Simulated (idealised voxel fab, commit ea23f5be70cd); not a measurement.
The following process module bears the name voxel self aligned vias.
Xsec cut, 285 nm wide, square cell size 5 nm.
A cross-section is a grid of square cells, given in bands from the top down. A band is one or more rows of cells. Heights first: top, then bottom, in nm. Then materials, left to right, each with a width in nm. "everywhere" on a single material: fills the band edge to edge. "empty": empty space. For the purposes of this specification, 0 denotes the height below which the wafer in its as-received condition is composed wholly of one material, and the lowermost band, lacking a lower limit, extends downward without end, as expressed in "z 0 and below". A two-number width, for instance "30..40", indicates that the width is equal to the first number in the top row of the band and to the second number in the bottom row, and that it changes by a constant amount per row of cells. Step marked "everything unchanged"? Then no cell in the cross-section changed in it. In the "Listed closed voids" entry, you get each enclosed empty space of 8 cells or more, one with no open way to the top, written width x height at distance, distance from the left edge, in nm. That trailing text on a step's line, after the settings, is the simulator's own remark on the step. Regarding "overlay nm": on a step with a mask, it is the distance the mask lay to the right of its planned place; a negative value places it to the left.
## Planned process steps
step 1: RECEIVE | material Si
step 2: CONFORMAL_DEP | material SiO2 | thk nm 15
step 3: CONFORMAL_DEP | material SiCN | thk nm 5
step 4: DIRECTIONAL_DEP | material SiO2 | thk nm 25
step 5: DIRECTIONAL_DEP | material aC | thk nm 15
step 6: PATTERN | tone open | mask id LINES | material resist | width nm 25 | pitch nm 60 | thk nm 35 | overlay nm 0
step 7: DIRECTIONAL_ETCH | etch materials aC | depth nm 15
step 8: STRIP | etch materials resist
step 9: DIRECTIONAL_ETCH | etch materials SiO2 | depth nm 25
step 10: STRIP | etch materials aC
step 11: CONFORMAL_DEP | material TiN | thk nm 5
step 12: FILL_DEP | material W | thk nm 5
step 13: CMP | height nm 45
step 14: SELECTIVE_ETCH | etch materials W Ru TiN | depth nm 10
step 15: FILL_DEP | material SiN | thk nm 5
step 16: CMP | height nm 45
step 17: DIRECTIONAL_DEP | material SiO2 | thk nm 15
step 18: MASKED_ETCH | tone open | mask id VIAS | width nm 35 | etch materials SiO2 | depth nm 15 | overlay nm 0
step 19: MASKED_ETCH | tone open | mask id VIAS | width nm 35 | etch materials SiN | depth nm 10 | overlay nm 0
step 20: CONFORMAL_DEP | material TiN | thk nm 5
step 21: FILL_DEP | material Ru | thk nm 5
step 22: CMP | height nm 60
step 23: CONFORMAL_DEP | material SiN | thk nm 5
## Cross-sectional view of the wafer in its as-received condition, corresponding to the state after step 1
	z 0 and below = Si everywhere
	Listed closed voids: none
## This is how the wafer looks in cross-section once the module is done, given the starting state and plan above and one mistake in carrying the plan out
	z 65 to 60 = SiN everywhere
	z 60 to 50 = SiO2 95, then TiN 5, then Ru 30, then TiN 5, then SiO2 150
	z 50 to 45 = SiO2 95, then TiN 10, then Ru 15, then TiN 15, then SiO2 150
	z 45 to 40 = SiO2 100, then TiN 5, then Ru 15, then TiN 5, then SiO2 35, then SiN 25, then SiO2 100
	z 40 to 35 = SiO2 100, then TiN 25, then SiO2 35, then SiN 25, then SiO2 100
	z 35 to 25 = SiO2 100, then TiN 5, then W 15, then TiN 5, then SiO2 35, then TiN 5, then W 15, then TiN 5, then SiO2 100
	z 25 to 20 = SiO2 100, then TiN 25, then SiO2 35, then TiN 25, then SiO2 100
	z 20 to 15 = SiCN everywhere
	z 15 to 0 = SiO2 everywhere
	z 0 and below = Si everywhere
	Listed closed voids: none
It is concluded that the wafer was processed incorrectly with respect to the plan, in that planned and actual differ for step 18; actual: MASKED_ETCH | tone open | mask id VIAS | width nm 40 | etch materials SiO2 | depth nm 15 | overlay nm 0
